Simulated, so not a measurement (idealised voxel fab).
Process module name: voxel self aligned vias
The figure presents cross-section cut, which has a width of 290 nm and is divided into square cells with an edge length of 5 nm.
In what follows, cross-sections appear as grids of square cells, described through bands that run from the top down, where every band is one or more rows of cells.
Heights first: top, then bottom, in nm. Then materials, left to right, each with a width in nm. "everywhere" on a single material: fills the band edge to edge. "air": empty space.
Ref level 0: as-received wafer is one material below here. Bottom band extends down with no lower bound ("z 0 and below").
Note: "30 to 40" means the width goes from the first number (top row of the band) to the second number (bottom row) in equal steps per row of cells.
When a step is marked "nothing different", none of the cells in the cross-section changed during that step.
Voids not open to the top, 8 cells minimum: see "Closed internal voids". Written width x height at distance; distance is from the left edge; nm.
after a step's settings: what the simulator itself notes on the step
overlay nm: where the mask lay relative to plan, measured to the right, on steps with a mask; negatives go left.

[Steps planned for the process]
1. RECEIVE: material Si
2. CONFORMAL_DEP: material SiO2, thk nm 15
3. CONFORMAL_DEP: material SiCN, thk nm 5
4. DIRECTIONAL_DEP: material SiO2, thk nm 20
5. PATTERN: tone open, mask id LINES, material resist, width nm 25, pitch nm 55, thk nm 15, overlay nm 0
6. DIRECTIONAL_ETCH: etch materials SiO2, depth nm 20
7. STRIP: etch materials resist
8. CONFORMAL_DEP: material TiN, thk nm 5
9. FILL_DEP: material Ru, thk nm 5
10. CMP: height nm 40
11. SELECTIVE_ETCH: etch materials W Ru TiN, depth nm 10
12. FILL_DEP: material SiN, thk nm 10
13. CMP: height nm 40
14. DIRECTIONAL_DEP: material SiO2, thk nm 15
15. DIRECTIONAL_DEP: material aC, thk nm 15
16. PATTERN: tone open, mask id VIAS, material resist, width nm 35, pitch nm 55, thk nm 35, overlay nm 0
17. DIRECTIONAL_ETCH: etch materials aC, depth nm 15
18. STRIP: etch materials resist
19. DIRECTIONAL_ETCH: etch materials SiO2, depth nm 15
20. DIRECTIONAL_ETCH: etch materials SiN, depth nm 10
21. STRIP: etch materials aC
22. CONFORMAL_DEP: material TiN, thk nm 5
23. FILL_DEP: material Ru, thk nm 5
24. CMP: height nm 55
25. CONFORMAL_DEP: material SiCN, thk nm 5

[As received (post step 1): cross-section]
> z 0 and below | Si everywhere
> Closed internal voids: none

[This is how the wafer looks in cross-section once the module is done, given the starting state and plan above and one mistake in carrying the plan out]
> z 60 to 55 | SiCN everywhere
> z 55 to 40 | 100 of SiO2; 5 of TiN; 25 of Ru; 5 of TiN; 20 of SiO2; 5 of TiN; 25 of Ru; 5 of TiN; 100 of SiO2
> z 40 to 35 | 100 of SiN; 10 of TiN; 15 of Ru; 10 of TiN; 20 of SiN; 10 of TiN; 15 of Ru; 10 of TiN; 100 of SiN
> z 35 to 30 | 105 of SiO2; 25 of TiN; 30 of SiO2; 25 of TiN; 105 of SiO2
> z 30 to 20 | 105 of SiO2; 5 of TiN; 15 of Ru; 5 of TiN; 30 of SiO2; 5 of TiN; 15 of Ru; 5 of TiN; 105 of SiO2
> z 20 to 15 | 105 of SiO2; 25 of TiN; 30 of SiO2; 25 of TiN; 105 of SiO2
> z 15 to 0 | SiO2 everywhere
> z 0 and below | Si everywhere
> Closed internal voids: none
The plan and the run diverged here: the plan's step 3 was left out and never carried out
